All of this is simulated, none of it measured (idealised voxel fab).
process module | voxel transistor to metal
cross-section cut | 290 nm wide | cells 5 nm
A cross-section is a grid of square cells, given in bands from the top down. A band is one or more rows of cells.
Each band's line starts with the height of the band's top and of its bottom, in nm. Then come its materials from left to right, each with its width in nm. One material with "throughout" fills the band from edge to edge. "air" is empty space.
Height 0 is the level under which the wafer as received is all one material. The lowest band goes on downwards, as in "0 down".
A width such as "30 to 40" changes by the same amount from each row of cells to the next, from the band's top row to its bottom row.
"no change" after a step means that no cell of the cross-section changed.
closed voids: empty space of 8 cells or more with no open way to the top, each as width x height at its distance from the left edge, in nm
after a step's settings: what the simulator itself notes on the step
overlay nm, on a step with a mask: how far to the right of its planned place the mask lay; to the left if negative
plan
1 op RECEIVE | material Si
2 op OXIDIZE | depth nm 5
3 op CONFORMAL_DEP | material SiN | thk nm 15
4 op DIRECTIONAL_DEP | material aC | thk nm 15
5 op PATTERN | tone cover | mask id ACTIVE | material resist | width nm 105 | pitch nm 125 | thk nm 30 | overlay nm 0
6 op DIRECTIONAL_ETCH | etch materials aC | depth nm 15
7 op STRIP | etch materials resist
8 op DIRECTIONAL_ETCH | etch materials SiN | depth nm 15
9 op DIRECTIONAL_ETCH | etch materials SiO2 | depth nm 5
10 op DIRECTIONAL_ETCH | etch materials Si | depth nm 25
11 op STRIP | etch materials aC
12 op OXIDIZE | depth nm 5
13 op FILL_DEP | material SiO2 | thk nm 10
14 op CMP | height nm 15
15 op SELECTIVE_ETCH | etch materials SiO2 | depth nm 15
16 op STRIP | etch materials SiN
17 op SELECTIVE_ETCH | etch materials SiO2 | depth nm 5
18 op OXIDIZE | depth nm 5
19 op DIRECTIONAL_DEP | material polySi | thk nm 20
20 op DIRECTIONAL_DEP | material SiCN | thk nm 10
21 op MASKED_ETCH | tone cover | mask id GATE | width nm 25 | pitch nm 125 | etch materials SiCN | depth nm 20 | overlay nm 0
22 op MASKED_ETCH | tone cover | mask id GATE | width nm 25 | pitch nm 125 | etch materials polySi | depth nm 30 | overlay nm 0
23 op CONFORMAL_DEP | material SiO2 | thk nm 5
24 op DIRECTIONAL_ETCH | etch materials SiO2 | depth nm 5
25 op CONFORMAL_DEP | material SiN | thk nm 10
26 op DIRECTIONAL_ETCH | etch materials SiN | depth nm 10
27 op DIRECTIONAL_ETCH | etch materials SiO2 | depth nm 5
28 op DIRECTIONAL_ETCH | etch materials Si | depth nm 15
29 op EPI | material nSi | thk nm 20
30 op FILL_DEP | material SiO2 | thk nm 10
31 op CMP | height nm 25
32 op DIRECTIONAL_DEP | material SiO2 | thk nm 15
33 op MASKED_ETCH | tone open | mask id CONTACT | width nm 20 | etch materials SiO2 | depth nm 30 | overlay nm 0
34 op CONFORMAL_DEP | material TiN | thk nm 5
35 op FILL_DEP | material Ru | thk nm 5
36 op CMP | height nm 40
37 op CONFORMAL_DEP | material SiCN | thk nm 5
38 op DIRECTIONAL_DEP | material SiO2 | thk nm 25
39 op DIRECTIONAL_DEP | material aC | thk nm 10
40 op PATTERN | tone open | mask id METAL_1 | material resist | width nm 20 | thk nm 30 | overlay nm 0
41 op DIRECTIONAL_ETCH | etch materials aC | depth nm 10
42 op STRIP | etch materials resist
43 op DIRECTIONAL_ETCH | etch materials SiO2 | depth nm 25
44 op DIRECTIONAL_ETCH | etch materials SiCN | depth nm 5
45 op STRIP | etch materials aC
46 op CONFORMAL_DEP | material TiN | thk nm 5
47 op FILL_DEP | material Cu | thk nm 10
48 op CMP | height nm 70
49 op CONFORMAL_DEP | material SiCN | thk nm 5
50 op DIRECTIONAL_DEP | material SiO2 | thk nm 25
51 op PATTERN | tone open | mask id METAL_2 | material resist | width nm 20 | pitch nm 125 | thk nm 20 | overlay nm 0
52 op DIRECTIONAL_ETCH | etch materials SiO2 | depth nm 15
53 op STRIP | etch materials resist
54 op DIRECTIONAL_DEP | material aC | thk nm 15
55 op PATTERN | tone open | mask id METAL_2_HOLES | material resist | width nm 15 | pitch nm 125 | thk nm 30 | overlay nm 0
56 op DIRECTIONAL_ETCH | etch materials aC | depth nm 15
57 op STRIP | etch materials resist
58 op DIRECTIONAL_ETCH | etch materials SiO2 | depth nm 10
59 op DIRECTIONAL_ETCH | etch materials SiCN | depth nm 5
60 op STRIP | etch materials aC
61 op CONFORMAL_DEP | material TiN | thk nm 5
62 op FILL_DEP | material Ru | thk nm 10
63 op CMP | height nm 100
64 op CONFORMAL_DEP | material SiCN | thk nm 5
as received, after step 1
  0 down: Si throughout
  closed voids: none
a wafer at the end: this start, this plan, one mistake
  105 to 100: SiCN throughout
  100 to 90: Ru 45 to 30 | TiN 5 to 20 | SiO2 5 | TiN 5 | Ru 110 to 95 | TiN 5 to 20 | SiO2 5 | TiN 5 | Ru 105
  90 to 85: TiN 35 | SiO2 20 | TiN 105 | SiO2 20 | TiN 110
  85 to 75: SiO2 throughout
  75 to 70: SiCN throughout
  70 to 45: SiO2 35 | TiN 5 | Cu 10 | TiN 5 | SiO2 55 | TiN 5 | Cu 10 | TiN 5 | SiO2 30 | TiN 5 | Cu 10 | TiN 5 | SiO2 55 | TiN 5 | Cu 10 | TiN 5 | SiO2 35
  45 to 40: SiCN 35 | TiN 20 | SiCN 55 | TiN 20 | SiCN 30 | TiN 20 | SiCN 55 | TiN 20 | SiCN 35
  40 to 25: SiO2 35 | TiN 5 | Ru 10 | TiN 5 | SiO2 55 | TiN 5 | Ru 10 | TiN 5 | SiO2 30 | TiN 5 | Ru 10 | TiN 5 | SiO2 55 | TiN 5 | Ru 10 | TiN 5 | SiO2 35
  25 to 15: SiO2 35 | TiN 5 | Ru 10 | TiN 5 | SiN 10 | SiO2 5 | SiCN 25 | SiO2 5 | SiN 10 | TiN 5 | Ru 10 | TiN 5 | SiO2 30 | TiN 5 | Ru 10 | TiN 5 | SiN 10 | SiO2 5 | SiCN 25 | SiO2 5 | SiN 10 | TiN 5 | Ru 10 | TiN 5 | SiO2 35
  15 to 10: SiO2 35 | TiN 20 | SiN 10 | SiO2 5 | polySi 25 | SiO2 5 | SiN 10 | TiN 20 | SiO2 30 | TiN 20 | SiN 10 | SiO2 5 | polySi 25 | SiO2 5 | SiN 10 | TiN 20 | SiO2 35
  10 to -5: SiO2 35 | nSi 20 | SiN 10 | SiO2 5 | polySi 25 | SiO2 5 | SiN 10 | nSi 20 | SiO2 30 | nSi 20 | SiN 10 | SiO2 5 | polySi 25 | SiO2 5 | SiN 10 | nSi 20 | SiO2 35
  -5 to -10: SiO2 30 | nSi 25 | SiO2 55 | nSi 25 | SiO2 20 | nSi 25 | SiO2 55 | nSi 25 | SiO2 30
  -10 to -25: SiO2 35 | nSi 20 | Si 55 | nSi 20 | SiO2 30 | nSi 20 | Si 55 | nSi 20 | SiO2 35
  -25 to -35: SiO2 35 | Si 95 | SiO2 30 | Si 95 | SiO2 35
  -35 down: Si throughout
  closed voids: none
what went wrong: step 51 ran as: op PATTERN | tone cover | mask id METAL_2 | material resist | width nm 20 | pitch nm 125 | thk nm 20 | overlay nm 0
